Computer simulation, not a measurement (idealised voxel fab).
Presented below is a process module, voxel self aligned contacts.
Cross-section cut spans 225 nm and uses square cells 5 nm in size.
Each cross-section below is a grid of square cells, stated as bands in top-down order, with one or more rows of cells making up each band.
Quick guide to a band line: top height, bottom height (nm) up front; then every material left to right with its width in nm. Only one material and it's marked "everywhere"? Then it fills the band edge to edge. And "empty" just means empty space.
Height 0 is the level under which the wafer as received is all one material. The lowest band goes on downwards, as in "0 -> down".
The two numbers in a width such as "30->40" mark its ends across the band: the first belongs to the top row of cells, the second to the bottom row, and from each row to the next the width moves by the same amount.
"nothing got changed" (step): cross-section cells unchanged, all of them.
Listed in "Unvented cavities": every empty space of 8 or more cells without an open way to the top. Form: width x height at distance, the distance being from the left edge, all in nm.
Anything after a step's settings on that line? It's the simulator's own note about the step.
On any step carrying a mask, the "overlay nm" setting, if present on the step's line, tells how far right of its planned place the mask lay; negative values point to the left.

### plan
1. RECEIVE | material Si
2. OXIDIZE | depth nm 5
3. DIRECTIONAL_DEP | material polySi | thk nm 30
4. DIRECTIONAL_DEP | material SiN | thk nm 20
5. PATTERN | tone cover | mask id GATE | material resist | width nm 35 | pitch nm 65 | thk nm 15 | overlay nm 0
6. DIRECTIONAL_ETCH | etch materials SiN | depth nm 20
7. DIRECTIONAL_ETCH | etch materials polySi | depth nm 30
8. STRIP | etch materials resist
9. CONFORMAL_DEP | material SiN | thk nm 5
10. DIRECTIONAL_ETCH | etch materials SiN | depth nm 5
11. FILL_DEP | material SiO2 | thk nm 15
12. CMP | height nm 60
13. DIRECTIONAL_DEP | material aC | thk nm 15
14. PATTERN | tone open | mask id CONTACT | material resist | width nm 50 | pitch nm 65 | thk nm 30 | overlay nm 0
15. DIRECTIONAL_ETCH | etch materials aC | depth nm 15
16. STRIP | etch materials resist
17. DIRECTIONAL_ETCH | etch materials SiO2 | depth nm 65
18. STRIP | etch materials aC
19. CONFORMAL_DEP | material TiN | thk nm 5
20. FILL_DEP | material W | thk nm 10
21. CMP | height nm 60
22. CONFORMAL_DEP | material SiN | thk nm 5

### first wafer, as planned

### Step 1 complete: cross-section of the wafer as received
> 0 -> down = Si everywhere
> Unvented cavities: none

### Sectional view: wafer, after step 2
> 0 -> -5 = SiO2 everywhere
> Whatever lies below -5 is exactly as it was before.

### Sectional view: wafer, after step 3
> 30 -> 0 = polySi everywhere
> Whatever lies below 0 is exactly as it was before.

### Sectional view: wafer, after step 4
> 50 -> 30 = SiN everywhere
> Whatever lies below 30 is exactly as it was before.

### Sectional view: wafer, after step 5
> 65 -> 50 = empty 30 nm; resist 35 nm; empty 30 nm; resist 35 nm; empty 30 nm; resist 35 nm; empty 30 nm
> Whatever lies below 50 is exactly as it was before.

### Sectional view: wafer, after step 6
> 65 -> 50 = empty 30 nm; resist 35 nm; empty 30 nm; resist 35 nm; empty 30 nm; resist 35 nm; empty 30 nm
> 50 -> 30 = empty 30 nm; SiN 35 nm; empty 30 nm; SiN 35 nm; empty 30 nm; SiN 35 nm; empty 30 nm
> Whatever lies below 30 is exactly as it was before.

### Sectional view: wafer, after step 7
> 65 -> 50 = empty 30 nm; resist 35 nm; empty 30 nm; resist 35 nm; empty 30 nm; resist 35 nm; empty 30 nm
> 50 -> 30 = empty 30 nm; SiN 35 nm; empty 30 nm; SiN 35 nm; empty 30 nm; SiN 35 nm; empty 30 nm
> 30 -> 0 = empty 30 nm; polySi 35 nm; empty 30 nm; polySi 35 nm; empty 30 nm; polySi 35 nm; empty 30 nm
> Whatever lies below 0 is exactly as it was before.

### Sectional view: wafer, after step 8
> 50 -> 30 = empty 30 nm; SiN 35 nm; empty 30 nm; SiN 35 nm; empty 30 nm; SiN 35 nm; empty 30 nm
> Whatever lies below 30 is exactly as it was before.

### Sectional view: wafer, after step 9
> 55 -> 30 = empty 25 nm; SiN 45 nm; empty 20 nm; SiN 45 nm; empty 20 nm; SiN 45 nm; empty 25 nm
> 30 -> 5 = empty 25 nm; SiN 5 nm; polySi 35 nm; SiN 5 nm; empty 20 nm; SiN 5 nm; polySi 35 nm; SiN 5 nm; empty 20 nm; SiN 5 nm; polySi 35 nm; SiN 5 nm; empty 25 nm
> 5 -> 0 = SiN 30 nm; polySi 35 nm; SiN 30 nm; polySi 35 nm; SiN 30 nm; polySi 35 nm; SiN 30 nm
> Whatever lies below 0 is exactly as it was before.

### Sectional view: wafer, after step 10
> 50 -> 30 = empty 25 nm; SiN 45 nm; empty 20 nm; SiN 45 nm; empty 20 nm; SiN 45 nm; empty 25 nm
> 30 -> 0 = empty 25 nm; SiN 5 nm; polySi 35 nm; SiN 5 nm; empty 20 nm; SiN 5 nm; polySi 35 nm; SiN 5 nm; empty 20 nm; SiN 5 nm; polySi 35 nm; SiN 5 nm; empty 25 nm
> Whatever lies below 0 is exactly as it was before.

### Sectional view: wafer, after step 11
> 65 -> 50 = SiO2 everywhere
> 50 -> 30 = SiO2 25 nm; SiN 45 nm; SiO2 20 nm; SiN 45 nm; SiO2 20 nm; SiN 45 nm; SiO2 25 nm
> 30 -> 0 = SiO2 25 nm; SiN 5 nm; polySi 35 nm; SiN 5 nm; SiO2 20 nm; SiN 5 nm; polySi 35 nm; SiN 5 nm; SiO2 20 nm; SiN 5 nm; polySi 35 nm; SiN 5 nm; SiO2 25 nm
> Whatever lies below 0 is exactly as it was before.

### Sectional view: wafer, after step 12
> 60 -> 50 = SiO2 everywhere
> Whatever lies below 50 is exactly as it was before.

### Sectional view: wafer, after step 13
> 75 -> 60 = aC everywhere
> Whatever lies below 60 is exactly as it was before.

### Sectional view: wafer, after step 14
> 105 -> 75 = resist 55 nm; empty 50 nm; resist 15 nm; empty 50 nm; resist 55 nm
> Whatever lies below 75 is exactly as it was before.

### Sectional view: wafer, after step 15
> 90 -> 75 = resist 55 nm; empty 50 nm; resist 15 nm; empty 50 nm; resist 55 nm
> 75 -> 60 = aC 55 nm; empty 50 nm; aC 15 nm; empty 50 nm; aC 55 nm
> Whatever lies below 60 is exactly as it was before.

### Sectional view: wafer, after step 16
> 75 -> 60 = aC 55 nm; empty 50 nm; aC 15 nm; empty 50 nm; aC 55 nm
> Whatever lies below 60 is exactly as it was before.

### Sectional view: wafer, after step 17
> 75 -> 60 = aC 55 nm; empty 50 nm; aC 15 nm; empty 50 nm; aC 55 nm
> 60 -> 50 = SiO2 55 nm; empty 50 nm; SiO2 15 nm; empty 50 nm; SiO2 55 nm
> 50 -> 30 = SiO2 25 nm; SiN 45 nm; empty 20 nm; SiN 45 nm; empty 20 nm; SiN 45 nm; SiO2 25 nm
> 30 -> 0 = SiO2 25 nm; SiN 5 nm; polySi 35 nm; SiN 5 nm; empty 20 nm; SiN 5 nm; polySi 35 nm; SiN 5 nm; empty 20 nm; SiN 5 nm; polySi 35 nm; SiN 5 nm; SiO2 25 nm
> 0 -> -5 = SiO2 70 nm; empty 20 nm; SiO2 45 nm; empty 20 nm; SiO2 70 nm
> Whatever lies below -5 is exactly as it was before.

### Sectional view: wafer, after step 18
> 60 -> 50 = SiO2 55 nm; empty 50 nm; SiO2 15 nm; empty 50 nm; SiO2 55 nm
> Whatever lies below 50 is exactly as it was before.

### Sectional view: wafer, after step 19
> 65 -> 60 = TiN 60 nm; empty 40 nm; TiN 25 nm; empty 40 nm; TiN 60 nm
> 60 -> 50 = SiO2 55 nm; TiN 5->20 nm; empty 40->10 nm; TiN 5->20 nm; SiO2 15 nm; TiN 5->20 nm; empty 40->10 nm; TiN 5->20 nm; SiO2 55 nm
> 50 -> 30 = SiO2 25 nm; SiN 45 nm; TiN 5 nm; empty 10 nm; TiN 5 nm; SiN 45 nm; TiN 5 nm; empty 10 nm; TiN 5 nm; SiN 45 nm; SiO2 25 nm
> 30 -> 0 = SiO2 25 nm; SiN 5 nm; polySi 35 nm; SiN 5 nm; TiN 5 nm; empty 10 nm; TiN 5 nm; SiN 5 nm; polySi 35 nm; SiN 5 nm; TiN 5 nm; empty 10 nm; TiN 5 nm; SiN 5 nm; polySi 35 nm; SiN 5 nm; SiO2 25 nm
> 0 -> -5 = SiO2 70 nm; TiN 20 nm; SiO2 45 nm; TiN 20 nm; SiO2 70 nm
> Whatever lies below -5 is exactly as it was before.

### Sectional view: wafer, after step 20
> 75 -> 65 = W everywhere
> 65 -> 60 = TiN 60 nm; W 40 nm; TiN 25 nm; W 40 nm; TiN 60 nm
> 60 -> 50 = SiO2 55 nm; TiN 5->20 nm; W 40->10 nm; TiN 5->20 nm; SiO2 15 nm; TiN 5->20 nm; W 40->10 nm; TiN 5->20 nm; SiO2 55 nm
> 50 -> 30 = SiO2 25 nm; SiN 45 nm; TiN 5 nm; W 10 nm; TiN 5 nm; SiN 45 nm; TiN 5 nm; W 10 nm; TiN 5 nm; SiN 45 nm; SiO2 25 nm
> 30 -> 0 = SiO2 25 nm; SiN 5 nm; polySi 35 nm; SiN 5 nm; TiN 5 nm; W 10 nm; TiN 5 nm; SiN 5 nm; polySi 35 nm; SiN 5 nm; TiN 5 nm; W 10 nm; TiN 5 nm; SiN 5 nm; polySi 35 nm; SiN 5 nm; SiO2 25 nm
> Whatever lies below 0 is exactly as it was before.

### Sectional view: wafer, after step 21
> 60 -> 50 = SiO2 55 nm; TiN 5->20 nm; W 40->10 nm; TiN 5->20 nm; SiO2 15 nm; TiN 5->20 nm; W 40->10 nm; TiN 5->20 nm; SiO2 55 nm
> Whatever lies below 50 is exactly as it was before.

### Sectional view: wafer, after step 22
> 65 -> 60 = SiN everywhere
> Whatever lies below 60 is exactly as it was before.

### Wafer two of two - same starting point, same process plan, one mistake in execution; matches wafer one up to and including step 4

### when step 5 should have ended
> 65 -> 50 = empty 20 nm; resist 35 nm; empty 30 nm; resist 35 nm; empty 30 nm; resist 35 nm; empty 40 nm
> Whatever lies below 50 is exactly as it was before.

### when step 6 should have ended
> 65 -> 50 = empty 20 nm; resist 35 nm; empty 30 nm; resist 35 nm; empty 30 nm; resist 35 nm; empty 40 nm
> 50 -> 30 = empty 20 nm; SiN 35 nm; empty 30 nm; SiN 35 nm; empty 30 nm; SiN 35 nm; empty 40 nm
> Whatever lies below 30 is exactly as it was before.

### when step 7 should have ended
> 65 -> 50 = empty 20 nm; resist 35 nm; empty 30 nm; resist 35 nm; empty 30 nm; resist 35 nm; empty 40 nm
> 50 -> 30 = empty 20 nm; SiN 35 nm; empty 30 nm; SiN 35 nm; empty 30 nm; SiN 35 nm; empty 40 nm
> 30 -> 0 = empty 20 nm; polySi 35 nm; empty 30 nm; polySi 35 nm; empty 30 nm; polySi 35 nm; empty 40 nm
> Whatever lies below 0 is exactly as it was before.

### when step 8 should have ended
> 50 -> 30 = empty 20 nm; SiN 35 nm; empty 30 nm; SiN 35 nm; empty 30 nm; SiN 35 nm; empty 40 nm
> Whatever lies below 30 is exactly as it was before.

### when step 9 should have ended
> 55 -> 30 = empty 15 nm; SiN 45 nm; empty 20 nm; SiN 45 nm; empty 20 nm; SiN 45 nm; empty 35 nm
> 30 -> 5 = empty 15 nm; SiN 5 nm; polySi 35 nm; SiN 5 nm; empty 20 nm; SiN 5 nm; polySi 35 nm; SiN 5 nm; empty 20 nm; SiN 5 nm; polySi 35 nm; SiN 5 nm; empty 35 nm
> 5 -> 0 = SiN 20 nm; polySi 35 nm; SiN 30 nm; polySi 35 nm; SiN 30 nm; polySi 35 nm; SiN 40 nm
> Whatever lies below 0 is exactly as it was before.

### when step 10 should have ended
> 50 -> 30 = empty 15 nm; SiN 45 nm; empty 20 nm; SiN 45 nm; empty 20 nm; SiN 45 nm; empty 35 nm
> 30 -> 0 = empty 15 nm; SiN 5 nm; polySi 35 nm; SiN 5 nm; empty 20 nm; SiN 5 nm; polySi 35 nm; SiN 5 nm; empty 20 nm; SiN 5 nm; polySi 35 nm; SiN 5 nm; empty 35 nm
> Whatever lies below 0 is exactly as it was before.

### when step 11 should have ended
> 65 -> 50 = SiO2 everywhere
> 50 -> 30 = SiO2 15 nm; SiN 45 nm; SiO2 20 nm; SiN 45 nm; SiO2 20 nm; SiN 45 nm; SiO2 35 nm
> 30 -> 0 = SiO2 15 nm; SiN 5 nm; polySi 35 nm; SiN 5 nm; SiO2 20 nm; SiN 5 nm; polySi 35 nm; SiN 5 nm; SiO2 20 nm; SiN 5 nm; polySi 35 nm; SiN 5 nm; SiO2 35 nm
> Whatever lies below 0 is exactly as it was before.

### when step 12 should have ended
> 60 -> 50 = SiO2 everywhere
> Whatever lies below 50 is exactly as it was before.

### when step 13 should have ended
> 75 -> 60 = aC everywhere
> Whatever lies below 60 is exactly as it was before.

### when step 14 should have ended
> 105 -> 75 = resist 55 nm; empty 50 nm; resist 15 nm; empty 50 nm; resist 55 nm
> Whatever lies below 75 is exactly as it was before.

### when step 15 should have ended
> 90 -> 75 = resist 55 nm; empty 50 nm; resist 15 nm; empty 50 nm; resist 55 nm
> 75 -> 60 = aC 55 nm; empty 50 nm; aC 15 nm; empty 50 nm; aC 55 nm
> Whatever lies below 60 is exactly as it was before.

### when step 16 should have ended
> 75 -> 60 = aC 55 nm; empty 50 nm; aC 15 nm; empty 50 nm; aC 55 nm
> Whatever lies below 60 is exactly as it was before.

### when step 17 should have ended
> 75 -> 60 = aC 55 nm; empty 50 nm; aC 15 nm; empty 50 nm; aC 55 nm
> 60 -> 50 = SiO2 55 nm; empty 50 nm; SiO2 15 nm; empty 50 nm; SiO2 55 nm
> 50 -> 30 = SiO2 15 nm; SiN 45 nm; empty 20 nm; SiN 45 nm; empty 20 nm; SiN 45 nm; SiO2 35 nm
> 30 -> 0 = SiO2 15 nm; SiN 5 nm; polySi 35 nm; SiN 5 nm; empty 20 nm; SiN 5 nm; polySi 35 nm; SiN 5 nm; empty 20 nm; SiN 5 nm; polySi 35 nm; SiN 5 nm; SiO2 35 nm
> 0 -> -5 = SiO2 60 nm; empty 20 nm; SiO2 45 nm; empty 20 nm; SiO2 80 nm
> Whatever lies below -5 is exactly as it was before.

### when step 18 should have ended
> 60 -> 50 = SiO2 55 nm; empty 50 nm; SiO2 15 nm; empty 50 nm; SiO2 55 nm
> Whatever lies below 50 is exactly as it was before.

### when step 19 should have ended
> 65 -> 60 = TiN 60 nm; empty 40 nm; TiN 25 nm; empty 40 nm; TiN 60 nm
> 60 -> 50 = SiO2 55 nm; TiN 5->10 nm; empty 40->10 nm; TiN 5->30 nm; SiO2 15 nm; TiN 5->10 nm; empty 40->10 nm; TiN 5->30 nm; SiO2 55 nm
> 50 -> 30 = SiO2 15 nm; SiN 45 nm; TiN 5 nm; empty 10 nm; TiN 5 nm; SiN 45 nm; TiN 5 nm; empty 10 nm; TiN 5 nm; SiN 45 nm; SiO2 35 nm
> 30 -> 0 = SiO2 15 nm; SiN 5 nm; polySi 35 nm; SiN 5 nm; TiN 5 nm; empty 10 nm; TiN 5 nm; SiN 5 nm; polySi 35 nm; SiN 5 nm; TiN 5 nm; empty 10 nm; TiN 5 nm; SiN 5 nm; polySi 35 nm; SiN 5 nm; SiO2 35 nm
> 0 -> -5 = SiO2 60 nm; TiN 20 nm; SiO2 45 nm; TiN 20 nm; SiO2 80 nm
> Whatever lies below -5 is exactly as it was before.

### when step 20 should have ended
> 75 -> 65 = W everywhere
> 65 -> 60 = TiN 60 nm; W 40 nm; TiN 25 nm; W 40 nm; TiN 60 nm
> 60 -> 50 = SiO2 55 nm; TiN 5->10 nm; W 40->10 nm; TiN 5->30 nm; SiO2 15 nm; TiN 5->10 nm; W 40->10 nm; TiN 5->30 nm; SiO2 55 nm
> 50 -> 30 = SiO2 15 nm; SiN 45 nm; TiN 5 nm; W 10 nm; TiN 5 nm; SiN 45 nm; TiN 5 nm; W 10 nm; TiN 5 nm; SiN 45 nm; SiO2 35 nm
> 30 -> 0 = SiO2 15 nm; SiN 5 nm; polySi 35 nm; SiN 5 nm; TiN 5 nm; W 10 nm; TiN 5 nm; SiN 5 nm; polySi 35 nm; SiN 5 nm; TiN 5 nm; W 10 nm; TiN 5 nm; SiN 5 nm; polySi 35 nm; SiN 5 nm; SiO2 35 nm
> Whatever lies below 0 is exactly as it was before.

### when step 21 should have ended
> 60 -> 50 = SiO2 55 nm; TiN 5->10 nm; W 40->10 nm; TiN 5->30 nm; SiO2 15 nm; TiN 5->10 nm; W 40->10 nm; TiN 5->30 nm; SiO2 55 nm
> Whatever lies below 50 is exactly as it was before.

### when step 22 should have ended
> 65 -> 60 = SiN everywhere
> Whatever lies below 60 is exactly as it was before.
Run error: step 5, actual vs plan mismatch, actual run PATTERN | tone cover | mask id GATE | material resist | width nm 35 | pitch nm 65 | thk nm 15 | overlay nm -10
Same inventory, different map: at the end, the second wafer holds as many cells of each material as the first, placed elsewhere.
